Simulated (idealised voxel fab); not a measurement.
The following process module bears the name voxel capacitor over wiring.
Pictured: cross-section cut, 225 nm wide, on a grid of 5 nm square cells.
Format of a cross-section: grid, square cells. Given as bands. Order: top down. Band: one or more rows of cells.
Per band: top height and bottom height in nm, followed by the left-to-right materials and their widths in nm; "edge to edge" marks a single material spanning edge to edge, "empty" marks empty space.
Heights are expressed relative to 0, this being the level below which the as-received wafer comprises one material exclusively. The lowest band is unbounded in the downward direction and is denoted as in "0 and below".
So if you see something like "30->40" for the width, read it as the top row of the band sitting at the first number and the bottom row at the second, with every row in between moving by the same amount as the last.
Any step labelled "remained the same" changed none of the cells in the cross-section.
Each empty space that has no open way to the top and spans at least 8 cells appears under "Closed empty spaces" as width x height at distance, the distance counted from the left edge, all in nm.
Where a step's line continues beyond its settings, the continuation is a remark by the simulator itself on that step.
overlay nm: on a step with a mask, how far right of its planned place the mask lay; negative means left.

**Planned step list for the process**
1: op RECEIVE | material Si
2: op CONFORMAL_DEP | material SiO2 | thk nm 10
3: op CONFORMAL_DEP | material SiCN | thk nm 5
4: op DIRECTIONAL_DEP | material SiO2 | thk nm 20
5: op PATTERN | tone open | mask id METAL_1 | material resist | width nm 30 | pitch nm 100 | thk nm 20 | overlay nm 0
6: op DIRECTIONAL_ETCH | etch materials SiO2 | depth nm 20
7: op DIRECTIONAL_ETCH | etch materials SiCN | depth nm 5
8: op STRIP | etch materials resist
9: op CONFORMAL_DEP | material TiN | thk nm 5
10: op FILL_DEP | material Cu | thk nm 10
11: op CMP | height nm 35
12: op EPI | material Ru | thk nm 5
13: op FILL_DEP | material SiCN | thk nm 5
14: op DIRECTIONAL_DEP | material lowk | thk nm 20
15: op PATTERN | tone open | mask id PLUG_1 | material resist | width nm 15 | thk nm 20 | overlay nm 0
16: op DIRECTIONAL_ETCH | etch materials lowk | depth nm 20
17: op DIRECTIONAL_ETCH | etch materials SiCN | depth nm 5
18: op STRIP | etch materials resist
19: op CONFORMAL_DEP | material TiN | thk nm 5
20: op FILL_DEP | material W | thk nm 10
21: op CMP | height nm 65
22: op DIRECTIONAL_DEP | material TiN | thk nm 10
23: op DIRECTIONAL_DEP | material Al2O3 | thk nm 5
24: op DIRECTIONAL_DEP | material TiN | thk nm 5
25: op MASKED_ETCH | tone cover | mask id UPPER_PLATE | width nm 75 | etch materials TiN | depth nm 5 | overlay nm 0
26: op MASKED_ETCH | tone cover | mask id UPPER_PLATE | width nm 75 | etch materials Al2O3 | depth nm 5 | overlay nm 0
27: op PATTERN | tone cover | mask id LOWER_PLATE | material resist | width nm 85 | thk nm 15 | overlay nm 0
28: op DIRECTIONAL_ETCH | etch materials TiN | depth nm 10
29: op STRIP | etch materials resist
30: op FILL_DEP | material SiO2 | thk nm 20
31: op CMP | height nm 100
32: op PATTERN | tone open | mask id PLUG_2 | material resist | width nm 15 | thk nm 15 | overlay nm 0
33: op DIRECTIONAL_ETCH | etch materials SiO2 | depth nm 15
34: op STRIP | etch materials resist
35: op CONFORMAL_DEP | material TiN | thk nm 5
36: op FILL_DEP | material W | thk nm 10
37: op CMP | height nm 100
38: op CONFORMAL_DEP | material SiN | thk nm 5

**Cross-section of the wafer at receipt, which is the condition after step 1**
- 0 and below  Si edge to edge
- Closed empty spaces: none

**Wafer cross-section at end of module: start and plan as shown above, one execution error**
- 105 down to 100  SiN edge to edge
- 100 down to 90  SiO2: 70 | TiN: 5 | W: 5 | TiN: 5 | SiO2: 140
- 90 down to 80  SiO2: 70->60 | TiN: 15->75 | SiO2: 140->90
- 80 down to 75  SiO2: 50 | Al2O3: 85 | SiO2: 90
- 75 down to 65  SiO2: 50 | TiN: 90 | SiO2: 85
- 65 down to 45  lowk: 60 | TiN: 5 | W: 5 | TiN: 5 | lowk: 150
- 45 down to 40  SiCN: 60 | TiN: 15 | SiCN: 150
- 40 down to 35  SiCN: 40 | Ru: 40 | SiCN: 60 | Ru: 40 | SiCN: 45
- 35 down to 15  SiO2: 45 | TiN: 5 | Cu: 20 | TiN: 5 | SiO2: 70 | TiN: 5 | Cu: 20 | TiN: 5 | SiO2: 50
- 15 down to 10  SiCN: 45 | TiN: 30 | SiCN: 70 | TiN: 30 | SiCN: 50
- 10 down to 0  SiO2 edge to edge
- 0 and below  Si edge to edge
- Closed empty spaces: none
What was done differently from what was planned? step 26 did not use the planned setting and instead ran as op MASKED_ETCH | tone cover | mask id UPPER_PLATE | width nm 75 | etch materials Al2O3 | depth nm 5 | overlay nm -10
